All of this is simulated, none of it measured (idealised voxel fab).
process module | voxel tone inversion
cross-section cut | 275 nm wide | cells 5 nm
A cross-section is a grid of square cells, given in bands from the top down. A band is one or more rows of cells.
Each band's line starts with the height of the band's top and of its bottom, in nm. Then come its materials from left to right, each with its width in nm. One material with "throughout" fills the band from edge to edge. "air" is empty space.
Height 0 is the level under which the wafer as received is all one material. The lowest band goes on downwards, as in "0 down".
A width such as "30 to 40" changes by the same amount from each row of cells to the next, from the band's top row to its bottom row.
"no change" after a step means that no cell of the cross-section changed.
closed voids: empty space of 8 cells or more with no open way to the top, each as width x height at its distance from the left edge, in nm
after a step's settings: what the simulator itself notes on the step
overlay nm, on a step with a mask: how far to the right of its planned place the mask lay; to the left if negative
plan
1 op RECEIVE | material Si
2 op CONFORMAL_DEP | material SiN | thk nm 5
3 op DIRECTIONAL_DEP | material polySi | thk nm 20
4 op PATTERN | tone cover | mask id POSTS | material resist | width nm 15 | pitch nm 40 | thk nm 25 | overlay nm 0
5 op DIRECTIONAL_ETCH | etch materials polySi | depth nm 20
6 op STRIP | etch materials resist
7 op FILL_DEP | material lowk | thk nm 5
8 op CMP | height nm 25
9 op STRIP | etch materials polySi
10 op CONFORMAL_DEP | material TiN | thk nm 5
11 op FILL_DEP | material Ru | thk nm 10
12 op CMP | height nm 25
13 op CONFORMAL_DEP | material SiCN | thk nm 5
as received, after step 1
  0 down: Si throughout
  closed voids: none
a wafer at the end: this start, this plan, one mistake
  30 to 25: SiCN throughout
  25 to 10: lowk 75 | TiN 5 | Ru 5 | TiN 5 | lowk 25 | TiN 5 | Ru 5 | TiN 5 | lowk 25 | TiN 5 | Ru 5 | TiN 5 | lowk 25 | TiN 5 | Ru 5 | TiN 5 | lowk 65
  10 to 5: lowk 75 | TiN 15 | lowk 25 | TiN 15 | lowk 25 | TiN 15 | lowk 25 | TiN 15 | lowk 65
  5 to 0: SiN throughout
  0 down: Si throughout
  closed voids: none
what went wrong: step 4 ran as: op PATTERN | tone cover | mask id POSTS | material resist | width nm 15 | pitch nm 40 | thk nm 25 | overlay nm 5
